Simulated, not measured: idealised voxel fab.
The name of this process module is voxel capacitor over wiring.
Xsec cut, 240 nm wide, square cell size 5 nm.
A cross-section in this document is a grid of square cells, and it is written down as bands, the top band listed before the ones below it; a band is made up of one or more rows of cells.
Each band's line starts with the height of the band's top and of its bottom, in nm. Then come its materials from left to right, each with its width in nm. One material with "throughout" fills the band from edge to edge. "blank" is empty space.
Below 0: as-received wafer, all one material; heights counted from there. Lowest band: no bottom, goes on down, written "0 down".
The expression "30->40" gives the width at the extremes of the band, the first number at its top row of cells and the second at its bottom row, with the width changing by equal amounts from each row to the next in between.
Basically "same as before" means that step didn't change any cell in the cross-section.
"Trapped voids": sealed empty spaces, 8 cells or more, no open way to top, listed width x height at distance, with distance from the left edge and width, height and distance in nm.
Past the settings on a step's line: simulator remark, on that step.
"overlay nm", when on a step's line for a step with a mask, measures how far to the right of its planned place the mask lay; a negative measure means to the left.

Set out below are the planned steps of the process:
1: RECEIVE: material Si
2: CONFORMAL_DEP: material SiO2, thk nm 15
3: DIRECTIONAL_DEP: material TiN, thk nm 5
4: DIRECTIONAL_DEP: material Ru, thk nm 25
5: DIRECTIONAL_DEP: material aC, thk nm 15
6: PATTERN: tone cover, mask id METAL_1, material resist, width nm 20, pitch nm 75, thk nm 35, overlay nm 0
7: DIRECTIONAL_ETCH: etch materials aC, depth nm 15
8: STRIP: etch materials resist
9: DIRECTIONAL_ETCH: etch materials Ru, depth nm 25
10: DIRECTIONAL_ETCH: etch materials TiN, depth nm 5
11: STRIP: etch materials aC
12: CONFORMAL_DEP: material SiCN, thk nm 5
13: FILL_DEP: material lowk, thk nm 5
14: CMP: height nm 45
15: CONFORMAL_DEP: material SiCN, thk nm 5
16: DIRECTIONAL_DEP: material SiO2, thk nm 15
17: PATTERN: tone open, mask id PLUG_1, material resist, width nm 15, thk nm 20, overlay nm 0
18: DIRECTIONAL_ETCH: etch materials SiO2, depth nm 15
19: DIRECTIONAL_ETCH: etch materials SiCN, depth nm 5
20: STRIP: etch materials resist
21: CONFORMAL_DEP: material TiN, thk nm 5
22: FILL_DEP: material Ru, thk nm 5
23: CMP: height nm 65
24: DIRECTIONAL_DEP: material TiN, thk nm 10
25: DIRECTIONAL_DEP: material HfO2, thk nm 5
26: DIRECTIONAL_DEP: material TiN, thk nm 5
27: MASKED_ETCH: tone cover, mask id UPPER_PLATE, width nm 60, etch materials TiN, depth nm 5, overlay nm 0
28: MASKED_ETCH: tone cover, mask id UPPER_PLATE, width nm 60, etch materials HfO2, depth nm 5, overlay nm 0
29: PATTERN: tone cover, mask id LOWER_PLATE, material resist, width nm 70, thk nm 15, overlay nm 0
30: DIRECTIONAL_ETCH: etch materials TiN, depth nm 10
31: STRIP: etch materials resist
32: FILL_DEP: material SiO2, thk nm 20
33: CMP: height nm 100
34: DIRECTIONAL_DEP: material aC, thk nm 10
35: PATTERN: tone open, mask id PLUG_2, material resist, width nm 15, thk nm 30, overlay nm 0
36: DIRECTIONAL_ETCH: etch materials aC, depth nm 10
37: STRIP: etch materials resist
38: DIRECTIONAL_ETCH: etch materials SiO2, depth nm 15
39: STRIP: etch materials aC
40: CONFORMAL_DEP: material TiN, thk nm 5
41: FILL_DEP: material W, thk nm 5
42: CMP: height nm 100
43: CONFORMAL_DEP: material SiCN, thk nm 5

Cross-section of the incoming wafer, state after step 1:
* 0 down  Si throughout
* Trapped voids: none

Module complete - cross-section of the first of two wafers, run according to plan:
* 105 to 100  SiCN throughout
* 100 to 90  SiO2 85 nm  TiN 5 nm  W 5 nm  TiN 5 nm  SiO2 140 nm
* 90 to 80  SiO2 85->75 nm  TiN 15->60 nm  SiO2 140->105 nm
* 80 to 75  SiO2 75 nm  HfO2 60 nm  SiO2 105 nm
* 75 to 65  SiO2 70 nm  TiN 70 nm  SiO2 100 nm
* 65 to 50  SiO2 75 nm  TiN 5 nm  Ru 5 nm  TiN 5 nm  SiO2 150 nm
* 50 to 45  SiCN 75 nm  TiN 15 nm  SiCN 150 nm
* 45 to 20  lowk 65 nm  SiCN 5 nm  Ru 20 nm  SiCN 5 nm  lowk 45 nm  SiCN 5 nm  Ru 20 nm  SiCN 5 nm  lowk 70 nm
* 20 to 15  SiCN 70 nm  TiN 20 nm  SiCN 55 nm  TiN 20 nm  SiCN 75 nm
* 15 to 0  SiO2 throughout
* 0 down  Si throughout
* Trapped voids: none

Module end: cross-section of wafer two of two. Same start and process plan as the first wafer. One mistake during execution:
* 105 to 100  SiCN throughout
* 100 to 90  SiO2 85 nm  TiN 5 nm  W 5 nm  TiN 5 nm  SiO2 140 nm
* 90 to 80  SiO2 85->75 nm  TiN 15->60 nm  SiO2 140->105 nm
* 80 to 75  SiO2 75 nm  HfO2 60 nm  SiO2 105 nm
* 75 to 65  SiO2 70 nm  TiN 70 nm  SiO2 100 nm
* 65 to 50  SiO2 75 nm  TiN 5 nm  Ru 5 nm  TiN 5 nm  SiO2 150 nm
* 50 to 45  SiCN 75 nm  TiN 15 nm  SiCN 150 nm
* 45 to 35  lowk 65 nm  SiCN 5 nm  Ru 20 nm  SiCN 5 nm  lowk 45 nm  SiCN 5 nm  Ru 20 nm  SiCN 5 nm  lowk 70 nm
* 35 to 30  SiCN 70 nm  TiN 20 nm  SiCN 55 nm  TiN 20 nm  SiCN 75 nm
* 30 to 0  SiO2 throughout
* 0 down  Si throughout
* Trapped voids: none
Run error: step 2 from the plan got run twice
Wrapping up, a cell-based count of both wafers puts the second over or under the first for these materials: Ru: 24 fewer, SiCN: 12 fewer, SiO2: 144 more, lowk: 108 fewer
